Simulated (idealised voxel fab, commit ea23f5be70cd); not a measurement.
voxel self aligned vias: a process module
We display cut, a cross-section 225 nm in width whose square cells are each 5 nm.
Format of a cross-section: grid, square cells. Given as bands. Order: top down. Band: one or more rows of cells. Band: top and bottom heights (nm) first, top before bottom; then materials from left to right, widths in nm. "all across" marks a sole material filling the band edge to edge. "blank" denotes empty space. For the purposes of this specification, 0 denotes the height below which the wafer in its as-received condition is composed wholly of one material, and the lowermost band, lacking a lower limit, extends downward without end, as expressed in "0 down". The two numbers in a width such as "30..40" mark its ends across the band: the first belongs to the top row of cells, the second to the bottom row, and from each row to the next the width moves by the same amount. No cell of the cross-section changed in a step that is given as "remains unaltered". What "Listed closed voids" gives you is every empty space of 8 cells or more that is cut off from the top. Each appears as width x height at distance, with the distance taken from the left edge and width, height and distance all in nm. If you see something after the settings on a step's line, that's the simulator's own remark about that step. A step line may carry the setting "overlay nm", which, for steps involving a mask, states the distance by which the mask lay to the right of its intended position; negative values denote displacement to the left.
**The planned process steps are enumerated hereunder**
1 RECEIVE with material Si
2 CONFORMAL_DEP with material SiO2, thk nm 15
3 CONFORMAL_DEP with material SiCN, thk nm 5
4 DIRECTIONAL_DEP with material SiO2, thk nm 25
5 DIRECTIONAL_DEP with material aC, thk nm 10
6 PATTERN with tone open, mask id LINES, material resist, width nm 30, pitch nm 55, thk nm 25, overlay nm 0
7 DIRECTIONAL_ETCH with etch materials aC, depth nm 10
8 STRIP with etch materials resist
9 DIRECTIONAL_ETCH with etch materials SiO2, depth nm 25
10 STRIP with etch materials aC
11 CONFORMAL_DEP with material TiN, thk nm 5
12 FILL_DEP with material Ru, thk nm 10
13 CMP with height nm 45
14 SELECTIVE_ETCH with etch materials W Ru TiN, depth nm 10
15 FILL_DEP with material SiN, thk nm 10
16 CMP with height nm 45
17 DIRECTIONAL_DEP with material SiO2, thk nm 15
18 DIRECTIONAL_DEP with material aC, thk nm 15
19 PATTERN with tone open, mask id VIAS, material resist, width nm 40, thk nm 35, overlay nm 0
20 DIRECTIONAL_ETCH with etch materials aC, depth nm 15
21 STRIP with etch materials resist
22 DIRECTIONAL_ETCH with etch materials SiO2, depth nm 15
23 DIRECTIONAL_ETCH with etch materials SiN, depth nm 10
24 STRIP with etch materials aC
25 CONFORMAL_DEP with material TiN, thk nm 5
26 FILL_DEP with material Ru, thk nm 10
27 CMP with height nm 60
28 CONFORMAL_DEP with material SiN, thk nm 5
**So this is the incoming wafer in cross-section - it's already been through step 1**
  0 down = Si all across
  Listed closed voids: none
**Wafer cross-section at end of module: start and plan as shown above, one execution error**
  65 to 60 = SiN all across
  60 to 50 = SiO2 65 / TiN 5 / Ru 30 / TiN 5 / SiO2 120
  50 to 45 = SiO2 65 / TiN 40 / SiO2 120
  45 to 35 = SiO2 70 / W 30 / SiO2 25 / W 30 / SiO2 70
  35 to 25 = SiO2 70 / TiN 5 / Ru 20 / TiN 5 / SiO2 25 / TiN 5 / Ru 20 / TiN 5 / SiO2 70
  25 to 20 = SiO2 70 / TiN 30 / SiO2 25 / TiN 30 / SiO2 70
  20 to 15 = SiCN all across
  15 to 0 = SiO2 all across
  0 down = Si all across
  Listed closed voids: none
What was the processing mistake? step 15: run off-plan, actual operation and settings FILL_DEP with material W, thk nm 10
